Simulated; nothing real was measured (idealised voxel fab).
process module | voxel trench capacitor
cross-section cut | 145 nm wide | cells 5 nm
A cross-section is a grid of square cells, given in bands from the top down. A band is one or more rows of cells.
Each band's line starts with the height of the band's top and of its bottom, in nm. Then come its materials from left to right, each with its width in nm. One material with "throughout" fills the band from edge to edge. "air" is empty space.
Height 0 is the level under which the wafer as received is all one material. The lowest band goes on downwards, as in "0 down".
A width such as "30 to 40" changes by the same amount from each row of cells to the next, from the band's top row to its bottom row.
"no change" after a step means that no cell of the cross-section changed.
closed voids: empty space of 8 cells or more with no open way to the top, each as width x height at its distance from the left edge, in nm
after a step's settings: what the simulator itself notes on the step
overlay nm, on a step with a mask: how far to the right of its planned place the mask lay; to the left if negative
plan
1 op RECEIVE | material Si
2 op CONFORMAL_DEP | material SiN | thk nm 5
3 op DIRECTIONAL_DEP | material aC | thk nm 15
4 op PATTERN | tone open | mask id TRENCH | material resist | width nm 20 | pitch nm 35 | thk nm 35 | overlay nm 0
5 op DIRECTIONAL_ETCH | etch materials aC | depth nm 15
6 op STRIP | etch materials resist
7 op DIRECTIONAL_ETCH | etch materials SiN | depth nm 5
8 op DIRECTIONAL_ETCH | etch materials Si | depth nm 35
9 op STRIP | etch materials aC
10 op CONFORMAL_DEP | material SiO2 | thk nm 5
11 op FILL_DEP | material polySi | thk nm 10
12 op CMP | height nm 5
first wafer, as planned
as received, after step 1
  0 down: Si throughout
  closed voids: none
after step 2
  5 to 0: SiN throughout
  below 0: unchanged
after step 3
  20 to 5: aC throughout
  below 5: unchanged
after step 4
  55 to 20: resist 45 | air 20 | resist 15 | air 20 | resist 45
  below 20: unchanged
after step 5
  40 to 20: resist 45 | air 20 | resist 15 | air 20 | resist 45
  20 to 5: aC 45 | air 20 | aC 15 | air 20 | aC 45
  below 5: unchanged
after step 6
  20 to 5: aC 45 | air 20 | aC 15 | air 20 | aC 45
  below 5: unchanged
after step 7
  20 to 5: aC 45 | air 20 | aC 15 | air 20 | aC 45
  5 to 0: SiN 45 | air 20 | SiN 15 | air 20 | SiN 45
  below 0: unchanged
after step 8
  20 to 5: aC 45 | air 20 | aC 15 | air 20 | aC 45
  5 to 0: SiN 45 | air 20 | SiN 15 | air 20 | SiN 45
  0 to -35: Si 45 | air 20 | Si 15 | air 20 | Si 45
  below -35: unchanged
after step 9
  5 to 0: SiN 45 | air 20 | SiN 15 | air 20 | SiN 45
  below 0: unchanged
after step 10
  10 to 5: SiO2 50 | air 10 | SiO2 25 | air 10 | SiO2 50
  5 to 0: SiN 45 | SiO2 5 | air 10 | SiO2 5 | SiN 15 | SiO2 5 | air 10 | SiO2 5 | SiN 45
  0 to -30: Si 45 | SiO2 5 | air 10 | SiO2 5 | Si 15 | SiO2 5 | air 10 | SiO2 5 | Si 45
  -30 to -35: Si 45 | SiO2 20 | Si 15 | SiO2 20 | Si 45
  below -35: unchanged
after step 11
  20 to 10: polySi throughout
  10 to 5: SiO2 50 | polySi 10 | SiO2 25 | polySi 10 | SiO2 50
  5 to 0: SiN 45 | SiO2 5 | polySi 10 | SiO2 5 | SiN 15 | SiO2 5 | polySi 10 | SiO2 5 | SiN 45
  0 to -30: Si 45 | SiO2 5 | polySi 10 | SiO2 5 | Si 15 | SiO2 5 | polySi 10 | SiO2 5 | Si 45
  below -30: unchanged
after step 12
  5 to 0: SiN 45 | SiO2 5 | polySi 10 | SiO2 5 | SiN 15 | SiO2 5 | polySi 10 | SiO2 5 | SiN 45
  below 0: unchanged
second wafer: like start, like plan, one mistake. Through step 7 it matches the first wafer
when step 8 should have ended
  5 to 0: SiN 45 | air 20 | SiN 15 | air 20 | SiN 45
  below 0: unchanged
when step 9 should have ended
  5 to 0: SiN 45 | air 20 | SiN 15 | air 20 | SiN 45
  0 to -35: Si 45 | air 20 | Si 15 | air 20 | Si 45
  below -35: unchanged
when step 10 should have ended
  10 to 5: SiO2 50 | air 10 | SiO2 25 | air 10 | SiO2 50
  5 to 0: SiN 45 | SiO2 5 | air 10 | SiO2 5 | SiN 15 | SiO2 5 | air 10 | SiO2 5 | SiN 45
  0 to -30: Si 45 | SiO2 5 | air 10 | SiO2 5 | Si 15 | SiO2 5 | air 10 | SiO2 5 | Si 45
  -30 to -35: Si 45 | SiO2 20 | Si 15 | SiO2 20 | Si 45
  below -35: unchanged
when step 11 should have ended
  20 to 10: polySi throughout
  10 to 5: SiO2 50 | polySi 10 | SiO2 25 | polySi 10 | SiO2 50
  5 to 0: SiN 45 | SiO2 5 | polySi 10 | SiO2 5 | SiN 15 | SiO2 5 | polySi 10 | SiO2 5 | SiN 45
  0 to -30: Si 45 | SiO2 5 | polySi 10 | SiO2 5 | Si 15 | SiO2 5 | polySi 10 | SiO2 5 | Si 45
  below -30: unchanged
when step 12 should have ended
  5 to 0: SiN 45 | SiO2 5 | polySi 10 | SiO2 5 | SiN 15 | SiO2 5 | polySi 10 | SiO2 5 | SiN 45
  below 0: unchanged
what went wrong: steps 8 and 9 were swapped
at the end the two cross-sections are the same: no effect in what this model computes
